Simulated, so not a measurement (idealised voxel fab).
The process module presented herein is designated voxel capacitor over wiring.
Square cells of 5 nm make up the cross-section cut, whose width is 265 nm.
Cross-section = grid of square cells, listed top down in bands; band = one or more rows.
Read a band's entry like this: the first values are the height of its top and the height of its bottom in nm, and what follows is the sequence of materials from left to right, each with its width in nm. Note that "air" is empty space, and that a single material marked "everywhere" reaches across the band from edge to edge.
Heads up on the height convention: 0 is the point under which the incoming wafer is all one material, and the lowest band has no bottom, it just keeps going down, like "0 and below".
Graded width ("30..40"): value in top row of band = first number; value in bottom row = second number; row-to-row change constant.
Step note "nothing changed" = no cross-section cell changed.
"Non-vented voids" - sealed voids, min. 8 cells, no opening to top; format: width x height at distance (distance from left edge; nm throughout).
Step line, after settings: the simulator's comment on this step.
"overlay nm", when on a step's line for a step with a mask, measures how far to the right of its planned place the mask lay; a negative measure means to the left.

[Set out below are the planned steps of the process]
1,RECEIVE,material Si
2,CONFORMAL_DEP,material SiO2,thk nm 15
3,CONFORMAL_DEP,material SiN,thk nm 5
4,DIRECTIONAL_DEP,material SiO2,thk nm 25
5,MASKED_ETCH,tone open,mask id METAL_1,width nm 30,pitch nm 90,etch materials SiO2,depth nm 25,overlay nm 0
6,MASKED_ETCH,tone open,mask id METAL_1,width nm 30,pitch nm 90,etch materials SiN,depth nm 5,overlay nm 0
7,CONFORMAL_DEP,material TiN,thk nm 5
8,FILL_DEP,material Cu,thk nm 10
9,CMP,height nm 45
10,CONFORMAL_DEP,material SiCN,thk nm 5
11,DIRECTIONAL_DEP,material SiO2,thk nm 15
12,PATTERN,tone open,mask id PLUG_1,material resist,width nm 15,thk nm 15,overlay nm 0
13,DIRECTIONAL_ETCH,etch materials SiO2,depth nm 15
14,DIRECTIONAL_ETCH,etch materials SiCN,depth nm 5
15,STRIP,etch materials resist
16,EPI,material Ru,thk nm 10
17,EPI,material Ru,thk nm 10
18,DIRECTIONAL_DEP,material TiN,thk nm 5
19,DIRECTIONAL_DEP,material HfO2,thk nm 5
20,DIRECTIONAL_DEP,material TiN,thk nm 10
21,PATTERN,tone cover,mask id UPPER_PLATE,material resist,width nm 65,thk nm 15,overlay nm 0
22,DIRECTIONAL_ETCH,etch materials TiN,depth nm 10
23,DIRECTIONAL_ETCH,etch materials HfO2,depth nm 5
24,STRIP,etch materials resist
25,PATTERN,tone cover,mask id LOWER_PLATE,material resist,width nm 75,thk nm 15,overlay nm 0
26,DIRECTIONAL_ETCH,etch materials TiN,depth nm 5
27,STRIP,etch materials resist
28,FILL_DEP,material SiO2,thk nm 15
29,CMP,height nm 95
30,PATTERN,tone open,mask id PLUG_2,material resist,width nm 15,thk nm 20,overlay nm 0
31,DIRECTIONAL_ETCH,etch materials SiO2,depth nm 10
32,STRIP,etch materials resist
33,CONFORMAL_DEP,material TiN,thk nm 5
34,FILL_DEP,material Cu,thk nm 10
35,CMP,height nm 95
36,CONFORMAL_DEP,material SiN,thk nm 5

[Shown in cross-section is the wafer as received, that is, as it stands after step 1]
* 0 and below  Si everywhere
* Non-vented voids: none

[The plan above was carried out on the starting structure above with one mistake, and this cross-section shows the wafer at the end of the module]
* 100 down to 95  SiN everywhere
* 95 down to 90  SiO2 100 nm, then TiN 5 nm, then Cu 5 nm, then TiN 5 nm, then SiO2 150 nm
* 90 down to 85  SiO2 100 nm, then TiN 15 nm, then SiO2 150 nm
* 85 down to 75  SiO2 85 nm, then TiN 65 nm, then SiO2 115 nm
* 75 down to 70  SiO2 85 nm, then HfO2 65 nm, then SiO2 115 nm
* 70 down to 65  SiO2 80 nm, then TiN 75 nm, then SiO2 110 nm
* 65 down to 50  SiO2 85 nm, then Ru 15 nm, then SiO2 165 nm
* 50 down to 45  SiCN 85 nm, then Ru 15 nm, then SiCN 165 nm
* 45 down to 20  SiO2 70 nm, then TiN 5 nm, then Cu 20 nm, then TiN 5 nm, then SiO2 60 nm, then TiN 5 nm, then Cu 20 nm, then TiN 5 nm, then SiO2 75 nm
* 20 down to 15  SiN 70 nm, then TiN 30 nm, then SiN 60 nm, then TiN 30 nm, then SiN 75 nm
* 15 down to 0  SiO2 everywhere
* 0 and below  Si everywhere
* Non-vented voids: none
What went wrong in running the wafer? step 30 did not use the planned setting and instead ran as PATTERN,tone open,mask id PLUG_2,material resist,width nm 15,thk nm 20,overlay nm 5
